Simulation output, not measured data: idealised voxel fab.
Module name: voxel released beams (process module)
For reference, the cross-section in this document is cut, with width 220 nm and square cells of 5 nm.
A cross-section is a grid of square cells, given in bands from the top down. A band is one or more rows of cells.
Each band's line starts with the height of the band's top and of its bottom, in nm. Then come its materials from left to right, each with its width in nm. One material with "all across" fills the band from edge to edge. "air" is empty space.
Heights from 0 (as-received wafer is one material below). Bottom band endless downward, as "0 and below".
The width entry "30 to 40" should be interpreted row by row: the top row of cells in the band takes the first number, the bottom row takes the second number, and the change between adjacent rows is uniform throughout.
"nothing changed" (step): cross-section cells unchanged, all of them.
Look at "Sealed internal voids" for the closed voids: empty spaces with no open path to the top, sized 8 cells or up. Each is width x height at distance, distance from the left edge, all nm.
On each step's line, the part that comes after the settings is the simulator's own comment on the step.
If you see "overlay nm" on a step's line and that step has a mask, it's telling you how far right of where it was planned the mask ended up; a negative number means it went left instead.

The steps planned for the process are as follows:
step 1: RECEIVE [material Si]
step 2: CONFORMAL_DEP [material SiN] [thk nm 5]
step 3: DIRECTIONAL_DEP [material SiO2] [thk nm 15]
step 4: PATTERN [tone open] [mask id ANCHOR] [material resist] [width nm 35] [thk nm 20] [overlay nm 0]
step 5: DIRECTIONAL_ETCH [etch materials SiO2] [depth nm 15]
step 6: STRIP [etch materials resist]
step 7: CONFORMAL_DEP [material TiN] [thk nm 10]
step 8: MASKED_ETCH [tone cover] [mask id BEAM] [width nm 105] [etch materials TiN] [depth nm 10] [overlay nm 0]
step 9: STRIP [etch materials SiO2]

This is the cross-section of the wafer as we received it, i.e. after step 1:
  0 and below = Si all across
  Sealed internal voids: none

What the wafer looks like in cross-section after this module, when it starts as shown above and follows the plan above but one mistake is made in running it:
  25 down to 15 = air: 55 / TiN: 15 / air: 15 / TiN: 75 / air: 60
  15 down to 5 = air: 60 / TiN: 35 / air: 125
  5 down to 0 = SiN all across
  0 and below = Si all across
  Sealed internal voids: none
Which mistake was made when the wafer was run? step 3 was run on a setting that differed from the plan, and what really ran there is DIRECTIONAL_DEP [material SiO2] [thk nm 10]
